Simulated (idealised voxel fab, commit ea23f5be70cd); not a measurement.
process module | voxel trench capacitor
cross-section cut | 245 nm wide | cells 5 nm
A cross-section is a grid of square cells, given in bands from the top down. A band is one or more rows of cells.
Each band's line starts with the height of the band's top and of its bottom, in nm. Then come its materials from left to right, each with its width in nm. One material with "throughout" fills the band from edge to edge. "air" is empty space.
Height 0 is the level under which the wafer as received is all one material. The lowest band goes on downwards, as in "0 down".
A width such as "30 to 40" changes by the same amount from each row of cells to the next, from the band's top row to its bottom row.
"no change" after a step means that no cell of the cross-section changed.
closed voids: empty space of 8 cells or more with no open way to the top, each as width x height at its distance from the left edge, in nm
after a step's settings: what the simulator itself notes on the step
overlay nm, on a step with a mask: how far to the right of its planned place the mask lay; to the left if negative
plan
1 op RECEIVE | material Si
2 op CONFORMAL_DEP | material SiN | thk nm 5
3 op DIRECTIONAL_DEP | material aC | thk nm 15
4 op PATTERN | tone open | mask id TRENCH | material resist | width nm 15 | pitch nm 35 | thk nm 35 | overlay nm 0
5 op DIRECTIONAL_ETCH | etch materials aC | depth nm 15
6 op STRIP | etch materials resist
7 op DIRECTIONAL_ETCH | etch materials SiN | depth nm 5
8 op DIRECTIONAL_ETCH | etch materials Si | depth nm 25
9 op STRIP | etch materials aC
10 op CONFORMAL_DEP | material SiO2 | thk nm 5
11 op FILL_DEP | material polySi | thk nm 10
12 op CMP | height nm 5
varied across the wafers: depth nm of step 8. The plan shows the first wafer's value. All wafers start alike
first wafer as received, after step 1
  0 down: Si throughout
  closed voids: none
first wafer at the end, after step 12
  5 to 0: SiN 95 | SiO2 5 | polySi 5 | SiO2 5 | SiN 20 | SiO2 5 | polySi 5 | SiO2 5 | SiN 100
  0 to -20: Si 95 | SiO2 5 | polySi 5 | SiO2 5 | Si 20 | SiO2 5 | polySi 5 | SiO2 5 | Si 100
  -20 to -25: Si 95 | SiO2 15 | Si 20 | SiO2 15 | Si 100
  -25 down: Si throughout
  closed voids: none
last wafer at the end
  5 to 0: SiN 95 | SiO2 5 | polySi 5 | SiO2 5 | SiN 20 | SiO2 5 | polySi 5 | SiO2 5 | SiN 100
  0 to -45: Si 95 | SiO2 5 | polySi 5 | SiO2 5 | Si 20 | SiO2 5 | polySi 5 | SiO2 5 | Si 100
  -45 to -50: Si 95 | SiO2 15 | Si 20 | SiO2 15 | Si 100
  -50 down: Si throughout
  closed voids: none
each wafer at the end: cells of each material gained (+) or lost (-) since it was received, then its closed voids
depth nm 25 | -30 Si | +43 SiN | +26 SiO2 | +10 polySi | closed voids: none
depth nm 30 | -36 Si | +43 SiN | +30 SiO2 | +12 polySi | closed voids: none
depth nm 35 | -42 Si | +43 SiN | +34 SiO2 | +14 polySi | closed voids: none
depth nm 40 | -48 Si | +43 SiN | +38 SiO2 | +16 polySi | closed voids: none
depth nm 45 | -54 Si | +43 SiN | +42 SiO2 | +18 polySi | closed voids: none
depth nm 50 | -60 Si | +43 SiN | +46 SiO2 | +20 polySi | closed voids: none
